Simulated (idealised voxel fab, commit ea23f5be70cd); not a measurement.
Name of the process module below: voxel spacer lines
Square cells of 5 nm make up the cross-section cut, whose width is 160 nm.
If you're reading a cross-section in this doc, picture square cells in a grid; it comes to you as bands, top ones listed first down to the bottom, and a band can be one or more rows of cells. Quick guide to a band line: top height, bottom height (nm) up front; then every material left to right with its width in nm. Only one material and it's marked "everywhere"? Then it fills the band edge to edge. And "empty" just means empty space. Beneath 0, the wafer as received is one material, and that level is where height counting begins. The lowest band goes on downward without a bottom; it is written like "0..down". So if you see something like "30->40" for the width, read it as the top row of the band sitting at the first number and the bottom row at the second, with every row in between moving by the same amount as the last. It should be understood that the words "nothing got changed", when stated for a given step, signify that the cross-section underwent no change in any of its cells during that step. The list in "Closed internal cavities" covers empty spaces of 8 cells or more that cannot reach the top through any open way, and it gives each as width x height at distance; the distance is from the left edge, and width, height and distance are in nm. after a step's settings: what the simulator itself notes on the step. For masked steps, "overlay nm" on the step line gives how far right of plan the mask actually lay; a minus sign means it lay to the left.
Process steps - plan
- 1: RECEIVE: material Si
- 2: CONFORMAL_DEP: material Al2O3, thk nm 5
- 3: DIRECTIONAL_DEP: material TiN, thk nm 15
- 4: DIRECTIONAL_DEP: material polySi, thk nm 20
- 5: PATTERN: tone cover, mask id MANDREL, material resist, width nm 25, pitch nm 80, thk nm 30, overlay nm 0
- 6: DIRECTIONAL_ETCH: etch materials polySi, depth nm 20
- 7: STRIP: etch materials resist
- 8: CONFORMAL_DEP: material SiO2, thk nm 15
- 9: DIRECTIONAL_ETCH: etch materials SiO2, depth nm 15
- 10: STRIP: etch materials polySi
- 11: DIRECTIONAL_ETCH: etch materials TiN, depth nm 15
- 12: STRIP: etch materials SiO2
- 13: FILL_DEP: material lowk, thk nm 10
- 14: CMP: height nm 20
Account of the first of two wafers, which was processed as intended
Cross-section: wafer on arrival = after step 1
    0..down  Si everywhere
    Closed internal cavities: none
After step 2, in cross-section
    5..0  Al2O3 everywhere
    No changes below 0.
After step 3, in cross-section
    20..5  TiN everywhere
    No changes below 5.
After step 4, in cross-section
    40..20  polySi everywhere
    No changes below 20.
After step 5, in cross-section
    70..40  25 of empty, then 25 of resist, then 55 of empty, then 25 of resist, then 30 of empty
    No changes below 40.
After step 6, in cross-section
    70..40  25 of empty, then 25 of resist, then 55 of empty, then 25 of resist, then 30 of empty
    40..20  25 of empty, then 25 of polySi, then 55 of empty, then 25 of polySi, then 30 of empty
    No changes below 20.
After step 7, in cross-section
    40..20  25 of empty, then 25 of polySi, then 55 of empty, then 25 of polySi, then 30 of empty
    No changes below 20.
After step 8, in cross-section
    55..40  10 of empty, then 55 of SiO2, then 25 of empty, then 55 of SiO2, then 15 of empty
    40..35  10 of empty, then 15 of SiO2, then 25 of polySi, then 15 of SiO2, then 25 of empty, then 15 of SiO2, then 25 of polySi, then 15 of SiO2, then 15 of empty
    35..20  25 of SiO2, then 25 of polySi, then 55 of SiO2, then 25 of polySi, then 30 of SiO2
    No changes below 20.
After step 9, in cross-section
    40..20  10 of empty, then 15 of SiO2, then 25 of polySi, then 15 of SiO2, then 25 of empty, then 15 of SiO2, then 25 of polySi, then 15 of SiO2, then 15 of empty
    No changes below 20.
After step 10, in cross-section
    40..20  10 of empty, then 15 of SiO2, then 25 of empty, then 15 of SiO2, then 25 of empty, then 15 of SiO2, then 25 of empty, then 15 of SiO2, then 15 of empty
    No changes below 20.
After step 11, in cross-section
    40..20  10 of empty, then 15 of SiO2, then 25 of empty, then 15 of SiO2, then 25 of empty, then 15 of SiO2, then 25 of empty, then 15 of SiO2, then 15 of empty
    20..5  10 of empty, then 15 of TiN, then 25 of empty, then 15 of TiN, then 25 of empty, then 15 of TiN, then 25 of empty, then 15 of TiN, then 15 of empty
    No changes below 5.
After step 12, in cross-section
    20..5  10 of empty, then 15 of TiN, then 25 of empty, then 15 of TiN, then 25 of empty, then 15 of TiN, then 25 of empty, then 15 of TiN, then 15 of empty
    No changes below 5.
After step 13, in cross-section
    30..20  lowk everywhere
    20..5  10 of lowk, then 15 of TiN, then 25 of lowk, then 15 of TiN, then 25 of lowk, then 15 of TiN, then 25 of lowk, then 15 of TiN, then 15 of lowk
    No changes below 5.
After step 14, in cross-section
    20..5  10 of lowk, then 15 of TiN, then 25 of lowk, then 15 of TiN, then 25 of lowk, then 15 of TiN, then 25 of lowk, then 15 of TiN, then 15 of lowk
    No changes below 5.
Notes, second wafer: start = first wafer's, plan = first wafer's, execution had one mistake; history identical to first through step 2
X-section, second wafer, when step 3 was due to finish
    25..5  polySi everywhere
    No changes below 5.
X-section, second wafer, when step 4 was due to finish
    40..25  TiN everywhere
    No changes below 25.
X-section, second wafer, when step 5 was due to finish
    70..40  25 of empty, then 25 of resist, then 55 of empty, then 25 of resist, then 30 of empty
    No changes below 40.
X-section, second wafer, when step 6 was due to finish: nothing got changed
X-section, second wafer, when step 7 was due to finish
    40..25  TiN everywhere
    No changes below 25.
X-section, second wafer, when step 8 was due to finish
    55..40  SiO2 everywhere
    No changes below 40.
X-section, second wafer, when step 9 was due to finish
    40..25  TiN everywhere
    No changes below 25.
X-section, second wafer, when step 10 was due to finish: nothing got changed
X-section, second wafer, when step 11 was due to finish
    25..5  polySi everywhere
    No changes below 5.
X-section, second wafer, when step 12 was due to finish: nothing got changed
X-section, second wafer, when step 13 was due to finish
    35..25  lowk everywhere
    No changes below 25.
X-section, second wafer, when step 14 was due to finish
    20..5  polySi everywhere
    No changes below 5.
In executing the process, a mistake was made relative to the plan: a sequencing error occurred in which plan steps 3 and 4 were transposed
Bottom line after processing is that, in cells, the second wafer is up or down on some materials versus the first: TiN -36 | lowk -60 | polySi +96
